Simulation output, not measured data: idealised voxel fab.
Process module heading - voxel transistor to metal
Cross-section cut spans 180 nm and uses square cells 5 nm in size.
Cross-section format: a grid of square cells, given as bands from top to bottom; each band is one or more rows of cells. First you get the band's top height and its bottom height, in nm, and then the materials it's made of, left to right, with each width in nm. If you see a single material with "all across", that one covers the band edge to edge. "air" is empty space. Heads up on the height convention: 0 is the point under which the incoming wafer is all one material, and the lowest band has no bottom, it just keeps going down, like "0..down". The expression "30..40" gives the width at the extremes of the band, the first number at its top row of cells and the second at its bottom row, with the width changing by equal amounts from each row to the next in between. Given "left unchanged" for a step, no cell of the cross-section differs between before and after that step. Empty spaces counting at least 8 cells and having no open way to the top are listed in "Enclosed void inventory". The notation width x height at distance is used for each, the distance being from the left edge and all three values in nm. Where a step's line continues beyond its settings, the continuation is a remark by the simulator itself on that step. The "overlay nm" setting may appear on a step's line; for a step that uses a mask, it gives how far to the right of its planned position the mask lay, and a negative value indicates the left.

The steps planned for the process are as follows
1: RECEIVE with material Si
2: OXIDIZE with depth nm 5
3: CONFORMAL_DEP with material SiN, thk nm 10
4: PATTERN with tone cover, mask id ACTIVE, material resist, width nm 95, thk nm 15, overlay nm 0
5: DIRECTIONAL_ETCH with etch materials SiN, depth nm 10
6: DIRECTIONAL_ETCH with etch materials SiO2, depth nm 5
7: DIRECTIONAL_ETCH with etch materials Si, depth nm 25
8: STRIP with etch materials resist
9: OXIDIZE with depth nm 5
10: FILL_DEP with material SiO2, thk nm 15
11: CMP with height nm 10
12: SELECTIVE_ETCH with etch materials SiO2, depth nm 5
13: STRIP with etch materials SiN
14: SELECTIVE_ETCH with etch materials SiO2, depth nm 5
15: OXIDIZE with depth nm 5
16: DIRECTIONAL_DEP with material polySi, thk nm 20
17: DIRECTIONAL_DEP with material SiCN, thk nm 10
18: MASKED_ETCH with tone cover, mask id GATE, width nm 15, etch materials SiCN, depth nm 20, overlay nm 0
19: MASKED_ETCH with tone cover, mask id GATE, width nm 15, etch materials polySi, depth nm 30, overlay nm 0
20: CONFORMAL_DEP with material SiO2, thk nm 5
21: DIRECTIONAL_ETCH with etch materials SiO2, depth nm 5
22: CONFORMAL_DEP with material SiN, thk nm 10
23: DIRECTIONAL_ETCH with etch materials SiN, depth nm 10
24: DIRECTIONAL_ETCH with etch materials SiO2, depth nm 5
25: DIRECTIONAL_ETCH with etch materials Si, depth nm 15
26: EPI with material nSi, thk nm 20
27: FILL_DEP with material SiO2, thk nm 5
28: CMP with height nm 25
29: DIRECTIONAL_DEP with material SiO2, thk nm 10
30: PATTERN with tone open, mask id CONTACT, material resist, width nm 25, pitch nm 50, thk nm 15, overlay nm 0
31: DIRECTIONAL_ETCH with etch materials SiO2, depth nm 25
32: STRIP with etch materials resist
33: CONFORMAL_DEP with material TiN, thk nm 5
34: FILL_DEP with material Ru, thk nm 5
35: CMP with height nm 35
36: CONFORMAL_DEP with material SiN, thk nm 5
37: DIRECTIONAL_DEP with material lowk, thk nm 20
38: PATTERN with tone open, mask id METAL_1, material resist, width nm 15, pitch nm 60, thk nm 20, overlay nm 0
39: DIRECTIONAL_ETCH with etch materials lowk, depth nm 20
40: DIRECTIONAL_ETCH with etch materials SiN, depth nm 5
41: STRIP with etch materials resist
42: CONFORMAL_DEP with material TiN, thk nm 5
43: FILL_DEP with material W, thk nm 5
44: CMP with height nm 60
45: CONFORMAL_DEP with material SiCN, thk nm 5

As-received state of the wafer in cross-section, equivalent to post-step 1
* 0..down: Si all across
* Enclosed void inventory: none

Sectioned view, first of two wafers, at the close of the module, processed as intended in the plan
* 65..60: SiCN all across
* 60..40: lowk (50), then TiN (5), then W (5), then TiN (5), then lowk (45), then TiN (5), then W (5), then TiN (5), then lowk (55)
* 40..35: SiN (50), then TiN (15), then SiN (45), then TiN (15), then SiN (55)
* 35..25: SiO2 (50), then TiN (5), then Ru (15..5), then TiN (5..15), then SiO2 (25), then TiN (5..15), then Ru (15..5), then TiN (5), then SiO2 (55)
* 25..15: SiO2 (50), then TiN (5), then Ru (5), then TiN (5), then SiN (10), then SiO2 (5), then SiCN (15), then SiO2 (5), then SiN (10), then TiN (5), then Ru (5), then TiN (5), then SiO2 (55)
* 15..10: SiO2 (50), then TiN (15), then SiN (10), then SiO2 (5), then polySi (15), then SiO2 (5), then SiN (10), then TiN (15), then SiO2 (55)
* 10..0: SiO2 (40), then nSi (25), then SiN (10), then SiO2 (5), then polySi (15), then SiO2 (5), then SiN (10), then nSi (25), then SiO2 (45)
* 0..-5: SiO2 (40), then SiN (10), then nSi (15), then SiN (10), then SiO2 (5), then polySi (15), then SiO2 (5), then SiN (10), then nSi (15), then SiN (10), then SiO2 (45)
* -5..-10: SiO2 (50), then nSi (15), then SiO2 (45), then nSi (15), then SiO2 (55)
* -10..-25: SiO2 (45), then Si (5), then nSi (15), then Si (45), then nSi (15), then Si (5), then SiO2 (50)
* -25..-35: SiO2 (45), then Si (85), then SiO2 (50)
* -35..down: Si all across
* Enclosed void inventory: none

Module end: cross-section of wafer two of two. Same start and process plan as the first wafer. One mistake during execution
* 65..60: SiCN all across
* 60..40: lowk (50), then TiN (5), then W (5), then TiN (5), then lowk (45), then TiN (5), then W (5), then TiN (5), then lowk (55)
* 40..35: SiN (50), then TiN (15), then SiN (45), then TiN (15), then SiN (55)
* 35..25: SiO2 (50), then TiN (5), then Ru (15..5), then TiN (5..15), then SiO2 (25), then TiN (5..15), then Ru (15..5), then TiN (5), then SiO2 (55)
* 25..15: SiO2 (50), then TiN (5), then Ru (5), then TiN (5), then SiN (10), then SiO2 (5), then SiCN (15), then SiO2 (5), then SiN (10), then TiN (5), then Ru (5), then TiN (5), then SiO2 (55)
* 15..10: SiO2 (50), then TiN (15), then SiN (10), then SiO2 (5), then polySi (15), then SiO2 (5), then SiN (10), then TiN (15), then SiO2 (55)
* 10..0: SiO2 (50), then nSi (15), then SiN (10), then SiO2 (5), then polySi (15), then SiO2 (5), then SiN (10), then nSi (35), then SiO2 (35)
* 0..-5: SiO2 (50), then SiN (10), then nSi (5), then SiN (10), then SiO2 (5), then polySi (15), then SiO2 (5), then SiN (10), then nSi (25), then SiN (10), then SiO2 (35)
* -5..-10: SiO2 (60), then nSi (5), then SiO2 (45), then nSi (25), then SiO2 (45)
* -10..-25: SiO2 (55), then Si (5), then nSi (5), then Si (45), then nSi (25), then Si (5), then SiO2 (40)
* -25..-35: SiO2 (55), then Si (85), then SiO2 (40)
* -35..down: Si all across
* Enclosed void inventory: none
What broke from the plan during processing? step 4 did not use the planned setting and instead ran as PATTERN with tone cover, mask id ACTIVE, material resist, width nm 95, thk nm 15, overlay nm 10
At the end, each material covers as many cells on the second wafer as it does on the first, though the cells it covers are elsewhere.
